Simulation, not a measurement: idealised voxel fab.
A process module follows: voxel trench capacitor.
The cross-section shown here is cut; it is 300 nm wide and divided into square cells measuring 5 nm on a side.
Cross-section = grid of square cells, listed top down in bands; band = one or more rows. What a band's entry tells you: where the top is and where the bottom is, as heights in nm, and after that what lies inside, material by material from left to right, each with its width in nm. Empty space is written as the word "empty", and a single material marked with the word "full width" occupies the band from edge to edge. Heights are expressed relative to 0, this being the level below which the as-received wafer comprises one material exclusively. The lowest band is unbounded in the downward direction and is denoted as in "z 0 and below". Note: "30 to 40" means the width goes from the first number (top row of the band) to the second number (bottom row) in equal steps per row of cells. You'll sometimes find "nothing changed" written for a step, and that's the way of saying that nowhere in the cross-section did a cell change during that step. You'll see "Closed void entries" listing empty spaces that have no way open to the top, as long as they're 8 cells or more; the notation is width x height at distance, where the distance is from the left edge, and all of it is in nm. Anything after a step's settings on that line? It's the simulator's own note about the step. Among the settings permitted on a step's line is "overlay nm"; applied to a step with a mask, it specifies the extent to which the mask lay to the right of its planned position, whereas a negative figure signifies a position to the left.
### The following list gives the planned process steps
1 RECEIVE (material Si)
2 CONFORMAL_DEP (material SiN; thk nm 10)
3 PATTERN (tone open; mask id TRENCH; material resist; width nm 30; pitch nm 60; thk nm 15; overlay nm 0)
4 DIRECTIONAL_ETCH (etch materials SiN; depth nm 10)
5 DIRECTIONAL_ETCH (etch materials Si; depth nm 30)
6 STRIP (etch materials resist)
7 CONFORMAL_DEP (material HfO2; thk nm 5)
8 CONFORMAL_DEP (material TiN; thk nm 5)
9 FILL_DEP (material W; thk nm 10)
10 CMP (height nm 10)
### So this is the incoming wafer in cross-section - it's already been through step 1
* z 0 and below: Si full width
* Closed void entries: none
### Final cross-section, module run with one mistake (start and plan as above)
* z 10 to 0: SiN 45; TiN 5; HfO2 5; W 10; HfO2 5; TiN 5; SiN 30; TiN 5; HfO2 5; W 10; HfO2 5; TiN 5; SiN 30; TiN 5; HfO2 5; W 10; HfO2 5; TiN 5; SiN 30; TiN 5; HfO2 5; W 10; HfO2 5; TiN 5; SiN 45
* z 0 to -20: Si 45; TiN 5; HfO2 5; W 10; HfO2 5; TiN 5; Si 30; TiN 5; HfO2 5; W 10; HfO2 5; TiN 5; Si 30; TiN 5; HfO2 5; W 10; HfO2 5; TiN 5; Si 30; TiN 5; HfO2 5; W 10; HfO2 5; TiN 5; Si 45
* z -20 to -25: Si 45; TiN 5; HfO2 20; TiN 5; Si 30; TiN 5; HfO2 20; TiN 5; Si 30; TiN 5; HfO2 20; TiN 5; Si 30; TiN 5; HfO2 20; TiN 5; Si 45
* z -25 to -30: Si 45; TiN 30; Si 30; TiN 30; Si 30; TiN 30; Si 30; TiN 30; Si 45
* z -30 and below: Si full width
* Closed void entries: none
So what did we get wrong on this run? sequence error: steps 7 and 8 interchanged
